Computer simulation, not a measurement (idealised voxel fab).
Herein follows the process module entitled voxel wiring stack.
Shown is cross-section cut, with a width of 225 nm and square cells of size 5 nm.
Cross-section = grid of square cells, listed top down in bands; band = one or more rows.
A band entry consists of two parts. The first gives the height of the band's top and the height of its bottom, in nm. The rest lists the band's materials from left to right, each with its width in nm. A single material labelled with the word "all across" fills the band from edge to edge, and the word "empty" marks empty space.
Note: height 0 marks the level under which the wafer is uniformly one material as received. Lowest band unbounded below, written "top 0, no bottom".
You'd read "30->40" like this: the band's top row of cells is as wide as the first number, its bottom row is as wide as the second, and going down, every row changes width by the same amount as the row before did.
"nothing different" means the step left every cell of the cross-section as it was.
In the "Closed-off voids" entry, you get each enclosed empty space of 8 cells or more, one with no open way to the top, written width x height at distance, distance from the left edge, in nm.
On each step's line, the part that comes after the settings is the simulator's own comment on the step.
The "overlay nm" setting may appear on a step's line; for a step that uses a mask, it gives how far to the right of its planned position the mask lay, and a negative value indicates the left.

[So here's the lineup of process steps we planned]
1,RECEIVE, material Si
2,CONFORMAL_DEP, material SiO2, thk nm 10
3,CONFORMAL_DEP, material SiN, thk nm 5
4,DIRECTIONAL_DEP, material lowk, thk nm 15
5,MASKED_ETCH, tone open, mask id METAL_1, width nm 20, pitch nm 35, etch materials lowk, depth nm 15, overlay nm 0
6,MASKED_ETCH, tone open, mask id METAL_1, width nm 20, pitch nm 35, etch materials SiN, depth nm 5, overlay nm 0
7,CONFORMAL_DEP, material TiN, thk nm 5
8,FILL_DEP, material Ru, thk nm 5
9,CMP, height nm 30
10,CONFORMAL_DEP, material SiCN, thk nm 5
11,DIRECTIONAL_DEP, material SiO2, thk nm 20
12,MASKED_ETCH, tone open, mask id PLUG_1, width nm 15, pitch nm 35, etch materials SiO2, depth nm 20, overlay nm 0
13,MASKED_ETCH, tone open, mask id PLUG_1, width nm 15, pitch nm 35, etch materials SiCN, depth nm 5, overlay nm 0
14,CONFORMAL_DEP, material TiN, thk nm 5
15,FILL_DEP, material Ru, thk nm 10
16,CMP, height nm 55
17,CONFORMAL_DEP, material SiCN, thk nm 5
18,DIRECTIONAL_DEP, material lowk, thk nm 20
19,PATTERN, tone open, mask id METAL_2, material resist, width nm 20, pitch nm 35, thk nm 20, overlay nm 0
20,DIRECTIONAL_ETCH, etch materials lowk, depth nm 20
21,DIRECTIONAL_ETCH, etch materials SiCN, depth nm 5
22,STRIP, etch materials resist
23,CONFORMAL_DEP, material TiN, thk nm 5
24,FILL_DEP, material W, thk nm 5
25,CMP, height nm 80
26,CONFORMAL_DEP, material SiCN, thk nm 5
27,DIRECTIONAL_DEP, material SiO2, thk nm 15
28,PATTERN, tone open, mask id PLUG_2, material resist, width nm 15, pitch nm 35, thk nm 20, overlay nm 0
29,DIRECTIONAL_ETCH, etch materials SiO2, depth nm 15
30,DIRECTIONAL_ETCH, etch materials SiCN, depth nm 5
31,STRIP, etch materials resist
32,EPI, material Ru, thk nm 10
33,EPI, material Ru, thk nm 10
34,DIRECTIONAL_DEP, material TiN, thk nm 5
35,DIRECTIONAL_DEP, material Ru, thk nm 25
36,MASKED_ETCH, tone cover, mask id METAL_3, width nm 20, pitch nm 35, etch materials Ru, depth nm 25, overlay nm 0
37,MASKED_ETCH, tone cover, mask id METAL_3, width nm 20, pitch nm 35, etch materials TiN, depth nm 5, overlay nm 0
38,CONFORMAL_DEP, material SiCN, thk nm 5
39,FILL_DEP, material lowk, thk nm 5
40,CMP, height nm 130
41,CONFORMAL_DEP, material SiCN, thk nm 5
What sets these wafers apart? The thk nm at step 3. They all start alike, and the plan carries the first wafer's value.

[Here's the first of the wafers in cross-section, just as we got it, i.e. after step 1]
top 0, no bottom = Si all across
Closed-off voids: none

[Shown in cross-section: the first of several wafers at the end of the module, after its last step, step 41]
top 135, bottom 130 = SiCN all across
top 130, bottom 105 = lowk=60, then SiCN=5, then Ru=20, then SiCN=5, then lowk=5, then SiCN=5, then Ru=20, then SiCN=5, then lowk=5, then SiCN=5, then Ru=20, then SiCN=5, then lowk=65
top 105, bottom 100 = SiCN=65, then TiN=20, then SiCN=15, then TiN=20, then SiCN=15, then TiN=20, then SiCN=70
top 100, bottom 85 = SiO2=65, then Ru=15, then SiO2=20, then Ru=15, then SiO2=20, then Ru=15, then SiO2=75
top 85, bottom 80 = SiCN=65, then Ru=15, then SiCN=20, then Ru=15, then SiCN=20, then Ru=15, then SiCN=75
top 80, bottom 60 = lowk=65, then TiN=5, then W=10, then TiN=5, then lowk=15, then TiN=5, then W=10, then TiN=5, then lowk=15, then TiN=5, then W=10, then TiN=5, then lowk=70
top 60, bottom 55 = SiCN=65, then TiN=20, then SiCN=15, then TiN=20, then SiCN=15, then TiN=20, then SiCN=70
top 55, bottom 35 = SiO2=65, then TiN=5, then Ru=5, then TiN=5, then SiO2=20, then TiN=5, then Ru=5, then TiN=5, then SiO2=20, then TiN=5, then Ru=5, then TiN=5, then SiO2=75
top 35, bottom 30 = SiCN=65, then TiN=15, then SiCN=20, then TiN=15, then SiCN=20, then TiN=15, then SiCN=75
top 30, bottom 15 = lowk=65, then TiN=5, then Ru=10, then TiN=5, then lowk=15, then TiN=5, then Ru=10, then TiN=5, then lowk=15, then TiN=5, then Ru=10, then TiN=5, then lowk=70
top 15, bottom 10 = SiN=65, then TiN=20, then SiN=15, then TiN=20, then SiN=15, then TiN=20, then SiN=70
top 10, bottom 0 = SiO2 all across
top 0, no bottom = Si all across
Closed-off voids: none

[The last wafer as seen in cross-section at the end of the module]
top 135, bottom 130 = SiCN all across
top 130, bottom 105 = lowk=60, then SiCN=5, then Ru=20, then SiCN=5, then lowk=5, then SiCN=5, then Ru=20, then SiCN=5, then lowk=5, then SiCN=5, then Ru=20, then SiCN=5, then lowk=65
top 105, bottom 100 = SiCN=65, then TiN=20, then SiCN=15, then TiN=20, then SiCN=15, then TiN=20, then SiCN=70
top 100, bottom 85 = SiO2=65, then Ru=15, then SiO2=20, then Ru=15, then SiO2=20, then Ru=15, then SiO2=75
top 85, bottom 80 = SiCN=65, then Ru=15, then SiCN=20, then Ru=15, then SiCN=20, then Ru=15, then SiCN=75
top 80, bottom 60 = lowk=65, then TiN=5, then W=10, then TiN=5, then lowk=15, then TiN=5, then W=10, then TiN=5, then lowk=15, then TiN=5, then W=10, then TiN=5, then lowk=70
top 60, bottom 55 = SiCN=65, then TiN=20, then SiCN=15, then TiN=20, then SiCN=15, then TiN=20, then SiCN=70
top 55, bottom 35 = SiO2=65, then TiN=5, then Ru=5, then TiN=5, then SiO2=20, then TiN=5, then Ru=5, then TiN=5, then SiO2=20, then TiN=5, then Ru=5, then TiN=5, then SiO2=75
top 35, bottom 30 = SiCN=65, then TiN=15, then SiCN=20, then TiN=15, then SiCN=20, then TiN=15, then SiCN=75
top 30, bottom 25 = SiN=65, then TiN=20, then SiN=15, then TiN=20, then SiN=15, then TiN=20, then SiN=70
top 25, bottom 10 = SiN all across
top 10, bottom 0 = SiO2 all across
top 0, no bottom = Si all across
Closed-off voids: none

[End of module, by wafer: material-by-material cell gain (+) or loss (-) since receipt, then closed voids]
thk nm 5; +126 Ru; +213 SiCN; +33 SiN; +342 SiO2; +111 TiN; +24 W; +366 lowk; Closed-off voids: none
thk nm 10; +120 Ru; +213 SiCN; +78 SiN; +342 SiO2; +105 TiN; +24 W; +333 lowk; Closed-off voids: none
thk nm 15; +114 Ru; +213 SiCN; +123 SiN; +342 SiO2; +99 TiN; +24 W; +300 lowk; Closed-off voids: none
thk nm 20; +108 Ru; +213 SiCN; +168 SiN; +342 SiO2; +93 TiN; +24 W; +267 lowk; Closed-off voids: none
